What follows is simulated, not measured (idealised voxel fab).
Process module in this document: voxel tone inversion
In the cross-section labelled cut, the width is 300 nm and each square cell is 5 nm.
Each cross-section below is a grid of square cells, stated as bands in top-down order, with one or more rows of cells making up each band. The band entry comprises the height of the band's top followed by the height of its bottom, expressed in nm, and subsequently the band's materials from left to right, each stated together with its width in nm. Where a single material is marked with the word "full width", that material fills the band from edge to edge. The word "air" represents empty space. Height reference: 0 = level under which incoming wafer is all one material. Lowest band: no bottom, runs on downward, e.g. "0 and below". Note: "30..40" means the width goes from the first number (top row of the band) to the second number (bottom row) in equal steps per row of cells. Step note "no change occurred" = no cross-section cell changed. "Sealed void inventory" - sealed voids, min. 8 cells, no opening to top; format: width x height at distance (distance from left edge; nm throughout). Whatever follows a step's settings on its line is a remark the simulator itself makes about that step. overlay nm: mask right of planned place by this much (step with mask). Neg. = left.
This section lists the process steps that were planned:
1: RECEIVE, material Si
2: CONFORMAL_DEP, material SiN, thk nm 10
3: DIRECTIONAL_DEP, material aC, thk nm 25
4: PATTERN, tone cover, mask id POSTS, material resist, width nm 20, pitch nm 35, thk nm 35, overlay nm 0
5: DIRECTIONAL_ETCH, etch materials aC, depth nm 25
6: STRIP, etch materials resist
7: FILL_DEP, material SiO2, thk nm 5
8: CMP, height nm 35
9: STRIP, etch materials aC
Of two wafers, the first: run according to plan:
The cross-section here shows the wafer as received, i.e. in its state after step 1:
	0 and below: Si full width
	Sealed void inventory: none
How the wafer stands in section after step 2:
	10 down to 0: SiN full width
	For the remainder of the cross-section, below 0, there is no change.
How the wafer stands in section after step 3:
	35 down to 10: aC full width
	For the remainder of the cross-section, below 10, there is no change.
How the wafer stands in section after step 4:
	70 down to 35: air=120  resist=20  air=15  resist=20  air=125
	For the remainder of the cross-section, below 35, there is no change.
How the wafer stands in section after step 5:
	45 down to 35: air=120  resist=20  air=15  resist=20  air=125
	35 down to 10: air=120  aC=20  air=15  aC=20  air=125
	For the remainder of the cross-section, below 10, there is no change.
How the wafer stands in section after step 6:
	35 down to 10: air=120  aC=20  air=15  aC=20  air=125
	For the remainder of the cross-section, below 10, there is no change.
How the wafer stands in section after step 7:
	40 down to 35: SiO2 full width
	35 down to 10: SiO2=120  aC=20  SiO2=15  aC=20  SiO2=125
	For the remainder of the cross-section, below 10, there is no change.
How the wafer stands in section after step 8:
	35 down to 10: SiO2=120  aC=20  SiO2=15  aC=20  SiO2=125
	For the remainder of the cross-section, below 10, there is no change.
How the wafer stands in section after step 9:
	35 down to 10: SiO2=120  air=20  SiO2=15  air=20  SiO2=125
	For the remainder of the cross-section, below 10, there is no change.
Okay, second wafer. Nothing different at the start, nothing different in the plan, just one mistake somewhere in the running. As far as step 5, counting that step, it's the first wafer all over again:
Second wafer shown in cross-section at the time step 6 was slated to end:
	35 down to 10: air=120  aC=20  air=15  aC=20  air=125
	For the remainder of the cross-section, below 10, there is no change.
Second wafer shown in cross-section at the time step 7 was slated to end:
	40 down to 35: SiO2 full width
	35 down to 10: SiO2=120  aC=20  SiO2=15  aC=20  SiO2=125
	For the remainder of the cross-section, below 10, there is no change.
Second wafer shown in cross-section at the time step 8 was slated to end:
	35 down to 10: SiO2=120  aC=20  SiO2=15  aC=20  SiO2=125
	For the remainder of the cross-section, below 10, there is no change.
Second wafer shown in cross-section at the time step 9 was slated to end:
	35 down to 10: SiO2=120  air=20  SiO2=15  air=20  SiO2=125
	For the remainder of the cross-section, below 10, there is no change.
Which mistake was made when the wafer was run? step 6 of the plan was performed twice
It should be noted that the final cross-sections of the two wafers coincide, and the mistake therefore has no effect on the output of this model.
